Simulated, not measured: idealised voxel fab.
Title: Process Module voxel local oxidation
Xsec cut, 170 nm wide, square cell size 5 nm.
Heads up, the way a cross-section reads in here is a grid of square cells, handed over as bands from the top down, with every band being one or more rows of cells.
Heights first: top, then bottom, in nm. Then materials, left to right, each with a width in nm. "all across" on a single material: fills the band edge to edge. "empty": empty space.
It should be noted that heights are counted from 0, beneath which the wafer as supplied is of one material throughout, and that the lowest band possesses no lower boundary but continues downward, as written in "0..down".
The two numbers in a width such as "30 to 40" mark its ends across the band: the first belongs to the top row of cells, the second to the bottom row, and from each row to the next the width moves by the same amount.
Take "no modification" at face value: in the step it is given for, the cross-section changed in none of its cells.
The entry titled "Internal closed voids" provides the empty spaces that have no open way to the top, restricted to those of 8 cells or more. Each is presented as width x height at distance, the distance being measured from the left edge, with all three in nm.
after a step's settings: what the simulator itself notes on the step
A step line may carry the setting "overlay nm", which, for steps involving a mask, states the distance by which the mask lay to the right of its intended position; negative values denote displacement to the left.
Steps in the process plan
1: RECEIVE: material Si
2: CONFORMAL_DEP: material SiO2, thk nm 5
3: CONFORMAL_DEP: material SiN, thk nm 15
4: DIRECTIONAL_DEP: material aC, thk nm 15
5: PATTERN: tone cover, mask id ACTIVE, material resist, width nm 90, thk nm 30, overlay nm 0
6: DIRECTIONAL_ETCH: etch materials aC, depth nm 15
7: STRIP: etch materials resist
8: DIRECTIONAL_ETCH: etch materials SiN, depth nm 15
9: STRIP: etch materials aC
10: SELECTIVE_ETCH: etch materials SiO2, depth nm 5
11: OXIDIZE: depth nm 10
12: STRIP: etch materials SiN
Where the wafers of this document differ is in the width nm of step 5; they start out the same, and the plan states the value that applied to the first wafer.
As-received state after step 1, first of several wafers, cross-section
* 0..down | Si all across
* Internal closed voids: none
For your reference, the table is organized with a row per wafer; each row reflects the wafer at the end of the module, indicating for each material the cells gained (+) or lost (-) since receipt, and thereafter its closed voids
width nm 90; -44 Si; +60 SiO2; Internal closed voids: none
width nm 95; -42 Si; +59 SiO2; Internal closed voids: none
width nm 100; -40 Si; +58 SiO2; Internal closed voids: none
width nm 105; -38 Si; +57 SiO2; Internal closed voids: none
width nm 110; -36 Si; +56 SiO2; Internal closed voids: none
width nm 115; -34 Si; +55 SiO2; Internal closed voids: none
